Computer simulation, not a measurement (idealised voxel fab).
The following is a process module called voxel local oxidation.
165 nm wide, 5 nm square cells: that's cross-section cut.
Notation: cross-section as square-cell grid; stated in bands, top first, going down; one or more cell rows per band. This entry defines a band. It first specifies the height of the band's top and the height of its bottom in nm, and then specifies the band's materials from left to right, stating each material with its width in nm. The word "everywhere" identifies a single material that fills the band from edge to edge, while the word "air" identifies empty space. Heads up on the height convention: 0 is the point under which the incoming wafer is all one material, and the lowest band has no bottom, it just keeps going down, like "0 -> down". The notation "30->40" denotes a width that varies across the rows of cells in the band, beginning at the first number in the top row, finishing at the second number in the bottom row, and changing by an identical amount from each row to the next. Reading "all unchanged" for a step: not a cell of the cross-section changed in it. This entry, "Enclosed internal voids", enumerates those empty regions of no fewer than 8 cells that possess no open connection to the top. Each region is reported in the form width x height at distance, the distance being taken from the left edge, with all three quantities expressed in nm. On each step's line, the part that comes after the settings is the simulator's own comment on the step. overlay nm, on a step with a mask: how far to the right of its planned place the mask lay; to the left if negative.
These are the steps we planned for the process:
step 1: RECEIVE, material Si
step 2: OXIDIZE, depth nm 5
step 3: CONFORMAL_DEP, material SiN, thk nm 15
step 4: PATTERN, tone cover, mask id ACTIVE, material resist, width nm 105, thk nm 15, overlay nm -15
step 5: DIRECTIONAL_ETCH, etch materials SiN, depth nm 15
step 6: STRIP, etch materials resist
step 7: SELECTIVE_ETCH, etch materials SiO2, depth nm 5
step 8: OXIDIZE, depth nm 15
step 9: STRIP, etch materials SiN
Same starting wafers, different overlay nm at step 4. Plan value belongs to the first wafer.
Cross-section, first of several wafers, as delivered after step 1:
0 -> down = Si everywhere
Enclosed internal voids: none
Last step of the module is step 9; after it, the first of several wafers in cross-section:
0 -> -5 = air=20, SiO2=95, air=50
-5 -> -20 = SiO2=35, Si=65, SiO2=65
-20 -> down = Si everywhere
Enclosed internal voids: none
Sectional view of the last wafer upon completion of the module:
0 -> -5 = air=50, SiO2=95, air=20
-5 -> -20 = SiO2=65, Si=65, SiO2=35
-20 -> down = Si everywhere
Enclosed internal voids: none
Each row below is a wafer at the end of the module, listing for every material the number of cells it has gained (+) or lost (-) since it was received, followed by its closed voids:
overlay nm -15; -93 Si; +79 SiO2; Enclosed internal voids: none
overlay nm -10; -93 Si; +79 SiO2; Enclosed internal voids: none
overlay nm -5; -93 Si; +79 SiO2; Enclosed internal voids: none
overlay nm 0; -93 Si; +79 SiO2; Enclosed internal voids: none
overlay nm 5; -93 Si; +79 SiO2; Enclosed internal voids: none
overlay nm 10; -93 Si; +79 SiO2; Enclosed internal voids: none
overlay nm 15; -93 Si; +79 SiO2; Enclosed internal voids: none
